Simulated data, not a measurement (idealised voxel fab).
Process module name: voxel released beams
Pictured: cross-section cut, 210 nm wide, on a grid of 5 nm square cells.
How to read a cross-section here: the picture is a grid of square cells, written as bands going from the top down, and any band can span one or more rows of cells. Band: top height; bottom height; in nm. Then, left to right: material with width in nm, for each material. "everywhere": a single material spanning edge to edge. "air": empty space. Heights from 0 (as-received wafer is one material below). Bottom band endless downward, as "0 -> down". A width such as "30->40" changes by the same amount from each row of cells to the next, from the band's top row to its bottom row. Given "no alterations made" for a step, no cell of the cross-section differs between before and after that step. Basically, "Enclosed empty spaces" tells you about the enclosed voids: empty spaces with no open way to the top, 8 cells or bigger, each written width x height at distance, where distance is from the left edge, all in nm. If you see something after the settings on a step's line, that's the simulator's own remark about that step. A step line may carry the setting "overlay nm", which, for steps involving a mask, states the distance by which the mask lay to the right of its intended position; negative values denote displacement to the left.

[Planned step list for the process]
- 1: RECEIVE with material Si
- 2: CONFORMAL_DEP with material Al2O3, thk nm 5
- 3: DIRECTIONAL_DEP with material SiO2, thk nm 15
- 4: DIRECTIONAL_DEP with material aC, thk nm 15
- 5: PATTERN with tone open, mask id ANCHOR, material resist, width nm 30, thk nm 30, overlay nm 0
- 6: DIRECTIONAL_ETCH with etch materials aC, depth nm 15
- 7: STRIP with etch materials resist
- 8: DIRECTIONAL_ETCH with etch materials SiO2, depth nm 15
- 9: STRIP with etch materials aC
- 10: CONFORMAL_DEP with material SiN, thk nm 10
- 11: MASKED_ETCH with tone cover, mask id BEAM, width nm 90, etch materials SiN, depth nm 10, overlay nm 0
- 12: STRIP with etch materials SiO2

[Step 1 complete: cross-section of the wafer as received]
> 0 -> down: Si everywhere
> Enclosed empty spaces: none

[Post-module cross-section of the first of two wafers (run per plan)]
> 30 -> 20: air: 55  SiN: 15  air: 10  SiN: 65  air: 65
> 20 -> 15: air: 60  SiN: 10  air: 10  SiN: 10  air: 120
> 15 -> 5: air: 60  SiN: 30  air: 120
> 5 -> 0: Al2O3 everywhere
> 0 -> down: Si everywhere
> Enclosed empty spaces: none

[Cross-section of the latter of the two wafers at module completion. It had an identical start and an identical plan to the former; in running it, one mistake was made]
> 45 -> 35: air: 55  SiN: 90  air: 65
> 35 -> 20: SiN everywhere
> 20 -> 5: SiO2 everywhere
> 5 -> 0: Al2O3 everywhere
> 0 -> down: Si everywhere
> Enclosed empty spaces: none
Short version of what went wrong: step 4: run off-plan, actual operation and settings DIRECTIONAL_DEP with material SiN, thk nm 15
at the end the second wafer has, in cells: SiN +114, SiO2 +126
